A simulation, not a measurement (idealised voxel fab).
process module | voxel self aligned vias
cross-section cut | 210 nm wide | cells 5 nm
A cross-section is a grid of square cells, given in bands from the top down. A band is one or more rows of cells.
Each band's line starts with the height of the band's top and of its bottom, in nm. Then come its materials from left to right, each with its width in nm. One material with "throughout" fills the band from edge to edge. "air" is empty space.
Height 0 is the level under which the wafer as received is all one material. The lowest band goes on downwards, as in "0 down".
A width such as "30 to 40" changes by the same amount from each row of cells to the next, from the band's top row to its bottom row.
"no change" after a step means that no cell of the cross-section changed.
closed voids: empty space of 8 cells or more with no open way to the top, each as width x height at its distance from the left edge, in nm
after a step's settings: what the simulator itself notes on the step
overlay nm, on a step with a mask: how far to the right of its planned place the mask lay; to the left if negative
plan
1 op RECEIVE | material Si
2 op CONFORMAL_DEP | material SiO2 | thk nm 15
3 op CONFORMAL_DEP | material SiCN | thk nm 5
4 op DIRECTIONAL_DEP | material SiO2 | thk nm 30
5 op DIRECTIONAL_DEP | material aC | thk nm 15
6 op PATTERN | tone open | mask id LINES | material resist | width nm 20 | pitch nm 65 | thk nm 30 | overlay nm 0
7 op DIRECTIONAL_ETCH | etch materials aC | depth nm 15
8 op STRIP | etch materials resist
9 op DIRECTIONAL_ETCH | etch materials SiO2 | depth nm 30
10 op STRIP | etch materials aC
11 op CONFORMAL_DEP | material TiN | thk nm 5
12 op FILL_DEP | material W | thk nm 10
13 op CMP | height nm 50
14 op SELECTIVE_ETCH | etch materials W Ru TiN | depth nm 5
15 op FILL_DEP | material SiN | thk nm 10
16 op CMP | height nm 50
17 op DIRECTIONAL_DEP | material SiO2 | thk nm 20
18 op PATTERN | tone open | mask id VIAS | material resist | width nm 40 | thk nm 15 | overlay nm 0
19 op DIRECTIONAL_ETCH | etch materials SiO2 | depth nm 20
20 op DIRECTIONAL_ETCH | etch materials SiN | depth nm 5
21 op STRIP | etch materials resist
22 op CONFORMAL_DEP | material TiN | thk nm 5
23 op FILL_DEP | material Ru | thk nm 10
24 op CMP | height nm 70
25 op CONFORMAL_DEP | material SiN | thk nm 5
varied across the wafers: width nm of step 6. The plan shows the first wafer's value. All wafers start alike
first wafer as received, after step 1
  0 down: Si throughout
  closed voids: none
each wafer at the end: cells of each material gained (+) or lost (-) since it was received, then its closed voids
width nm 20 | +20 Ru | +42 SiCN | +46 SiN | +466 SiO2 | +40 TiN | +16 W | closed voids: none
width nm 25 | +21 Ru | +42 SiCN | +47 SiN | +454 SiO2 | +42 TiN | +24 W | closed voids: none
width nm 30 | +22 Ru | +42 SiCN | +48 SiN | +442 SiO2 | +44 TiN | +32 W | closed voids: none
width nm 35 | +23 Ru | +42 SiCN | +49 SiN | +430 SiO2 | +46 TiN | +40 W | closed voids: none
width nm 40 | +24 Ru | +42 SiCN | +50 SiN | +418 SiO2 | +48 TiN | +48 W | closed voids: none
width nm 45 | +24 Ru | +42 SiCN | +52 SiN | +406 SiO2 | +50 TiN | +56 W | closed voids: none
